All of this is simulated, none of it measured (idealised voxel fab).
The following is a process module called voxel gate over fins.
Shown is cross-section cut, with a width of 205 nm and square cells of size 5 nm.
How to read a cross-section here: the picture is a grid of square cells, written as bands going from the top down, and any band can span one or more rows of cells. This entry defines a band. It first specifies the height of the band's top and the height of its bottom in nm, and then specifies the band's materials from left to right, stating each material with its width in nm. The word "throughout" identifies a single material that fills the band from edge to edge, while the word "empty" identifies empty space. Heights are expressed relative to 0, this being the level below which the as-received wafer comprises one material exclusively. The lowest band is unbounded in the downward direction and is denoted as in "0 and below". Quick explanation for "30->40": the width changes in equal steps down the rows of cells, from the first number in the band's top row to the second number in its bottom row. The designation "nothing got changed", where it is given for a processing step, indicates that no cell of the cross-section was altered in the course of that step. "Enclosed empty spaces": empty spaces of 8 cells or more with no open way to the top, each given as width x height at distance, distance from the left edge, all in nm. On a step's line, text after the settings is the simulator commenting on that step. The line of a step may include "overlay nm". On a step with a mask, this value is how far to the right of its planned place the mask lay. A negative value means the mask lay to the left.
plan:
1) RECEIVE,material Si
2) CONFORMAL_DEP,material SiN,thk nm 5
3) MASKED_ETCH,tone cover,mask id FINS,width nm 15,pitch nm 55,etch materials SiN,depth nm 5,overlay nm 0
4) MASKED_ETCH,tone cover,mask id FINS,width nm 15,pitch nm 55,etch materials Si,depth nm 35,overlay nm 0
5) OXIDIZE,depth nm 5
6) FILL_DEP,material SiO2,thk nm 10
7) CMP,height nm 5
8) DIRECTIONAL_DEP,material aC,thk nm 15
9) PATTERN,tone open,mask id RAIL,material resist,width nm 15,thk nm 35,overlay nm 0
10) DIRECTIONAL_ETCH,etch materials aC,depth nm 15
11) STRIP,etch materials resist
12) DIRECTIONAL_ETCH,etch materials SiO2,depth nm 35
13) STRIP,etch materials aC
14) CONFORMAL_DEP,material TiN,thk nm 5
15) FILL_DEP,material Ru,thk nm 5
16) CMP,height nm 5
17) SELECTIVE_ETCH,etch materials W Ru TiN,depth nm 30
18) FILL_DEP,material SiO2,thk nm 5
19) CMP,height nm 5
20) SELECTIVE_ETCH,etch materials SiO2,depth nm 20
21) STRIP,etch materials SiN
22) CONFORMAL_DEP,material HfO2,thk nm 5
23) CONFORMAL_DEP,material TiN,thk nm 5
24) FILL_DEP,material W,thk nm 15
25) CMP,height nm 20
26) CONFORMAL_DEP,material SiCN,thk nm 5
Cross-section of the wafer upon arrival, representing the state reached after step 1:
- 0 and below = Si throughout
- Enclosed empty spaces: none
This is how the wafer looks in cross-section once the module is done, given the starting state and plan above and one mistake in carrying the plan out:
- 25 down to 20 = SiCN throughout
- 20 down to 10 = W throughout
- 10 down to 5 = 35 nm W / 25 nm TiN / 30 nm W / 25 nm TiN / 30 nm W / 25 nm TiN / 35 nm W
- 5 down to 0 = 35 nm W / 5 nm TiN / 15 nm HfO2 / 5 nm TiN / 30 nm W / 5 nm TiN / 15 nm HfO2 / 5 nm TiN / 30 nm W / 5 nm TiN / 15 nm HfO2 / 5 nm TiN / 35 nm W
- 0 down to -5 = 35 nm W / 5 nm TiN / 5 nm HfO2 / 5 nm Si / 5 nm HfO2 / 5 nm TiN / 30 nm W / 5 nm TiN / 5 nm HfO2 / 5 nm Si / 5 nm HfO2 / 5 nm TiN / 30 nm W / 5 nm TiN / 5 nm HfO2 / 5 nm Si / 5 nm HfO2 / 5 nm TiN / 35 nm W
- -5 down to -10 = 40 nm TiN / 5 nm HfO2 / 5 nm Si / 5 nm HfO2 / 40 nm TiN / 5 nm HfO2 / 5 nm Si / 5 nm HfO2 / 40 nm TiN / 5 nm HfO2 / 5 nm Si / 5 nm HfO2 / 40 nm TiN
- -10 down to -15 = 45 nm HfO2 / 5 nm Si / 50 nm HfO2 / 5 nm Si / 50 nm HfO2 / 5 nm Si / 45 nm HfO2
- -15 down to -25 = 45 nm SiO2 / 5 nm Si / 50 nm SiO2 / 5 nm Si / 50 nm SiO2 / 5 nm Si / 45 nm SiO2
- -25 down to -30 = 45 nm SiO2 / 5 nm Si / 20 nm SiO2 / 15 nm TiN / 15 nm SiO2 / 5 nm Si / 50 nm SiO2 / 5 nm Si / 45 nm SiO2
- -30 down to -40 = 45 nm SiO2 / 5 nm Si / 50 nm SiO2 / 5 nm Si / 50 nm SiO2 / 5 nm Si / 45 nm SiO2
- -40 and below = Si throughout
- Enclosed empty spaces: none
In executing the process, a mistake was made relative to the plan: step 9 ran differently from the plan; actual operation with settings: PATTERN,tone open,mask id RAIL,material resist,width nm 15,thk nm 35,overlay nm 5
